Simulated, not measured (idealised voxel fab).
process module | voxel trench capacitor
cross-section cut | 265 nm wide | cells 5 nm
A cross-section is a grid of square cells, given in bands from the top down. A band is one or more rows of cells.
Each band's line starts with the height of the band's top and of its bottom, in nm. Then come its materials from left to right, each with its width in nm. One material with "throughout" fills the band from edge to edge. "air" is empty space.
Height 0 is the level under which the wafer as received is all one material. The lowest band goes on downwards, as in "0 down".
A width such as "30 to 40" changes by the same amount from each row of cells to the next, from the band's top row to its bottom row.
"no change" after a step means that no cell of the cross-section changed.
closed voids: empty space of 8 cells or more with no open way to the top, each as width x height at its distance from the left edge, in nm
after a step's settings: what the simulator itself notes on the step
overlay nm, on a step with a mask: how far to the right of its planned place the mask lay; to the left if negative
plan
1 op RECEIVE | material Si
2 op CONFORMAL_DEP | material SiN | thk nm 5
3 op DIRECTIONAL_DEP | material aC | thk nm 15
4 op PATTERN | tone open | mask id TRENCH | material resist | width nm 25 | pitch nm 55 | thk nm 35 | overlay nm 0
5 op DIRECTIONAL_ETCH | etch materials aC | depth nm 15
6 op STRIP | etch materials resist
7 op DIRECTIONAL_ETCH | etch materials SiN | depth nm 5
8 op DIRECTIONAL_ETCH | etch materials Si | depth nm 40
9 op STRIP | etch materials aC
10 op CONFORMAL_DEP | material HfO2 | thk nm 5
11 op CONFORMAL_DEP | material TiN | thk nm 5
12 op FILL_DEP | material W | thk nm 5
13 op CMP | height nm 5
as received, after step 1
  0 down: Si throughout
  closed voids: none
a wafer at the end: this start, this plan, one mistake
  5 to 0: W 25 | TiN 5 | HfO2 5 | SiN 25 | HfO2 5 | TiN 5 | W 10 | TiN 5 | HfO2 5 | SiN 25 | HfO2 5 | TiN 5 | W 10 | TiN 5 | HfO2 5 | SiN 25 | HfO2 5 | TiN 5 | W 10 | TiN 5 | HfO2 5 | SiN 25 | HfO2 5 | TiN 5 | W 30
  0 to -30: W 25 | TiN 5 | HfO2 5 | Si 25 | HfO2 5 | TiN 5 | W 10 | TiN 5 | HfO2 5 | Si 25 | HfO2 5 | TiN 5 | W 10 | TiN 5 | HfO2 5 | Si 25 | HfO2 5 | TiN 5 | W 10 | TiN 5 | HfO2 5 | Si 25 | HfO2 5 | TiN 5 | W 30
  -30 to -35: TiN 30 | HfO2 5 | Si 25 | HfO2 5 | TiN 20 | HfO2 5 | Si 25 | HfO2 5 | TiN 20 | HfO2 5 | Si 25 | HfO2 5 | TiN 20 | HfO2 5 | Si 25 | HfO2 5 | TiN 35
  -35 to -40: HfO2 35 | Si 25 | HfO2 30 | Si 25 | HfO2 30 | Si 25 | HfO2 30 | Si 25 | HfO2 40
  -40 down: Si throughout
  closed voids: none
what went wrong: step 4 ran as: op PATTERN | tone cover | mask id TRENCH | material resist | width nm 25 | pitch nm 55 | thk nm 35 | overlay nm 0
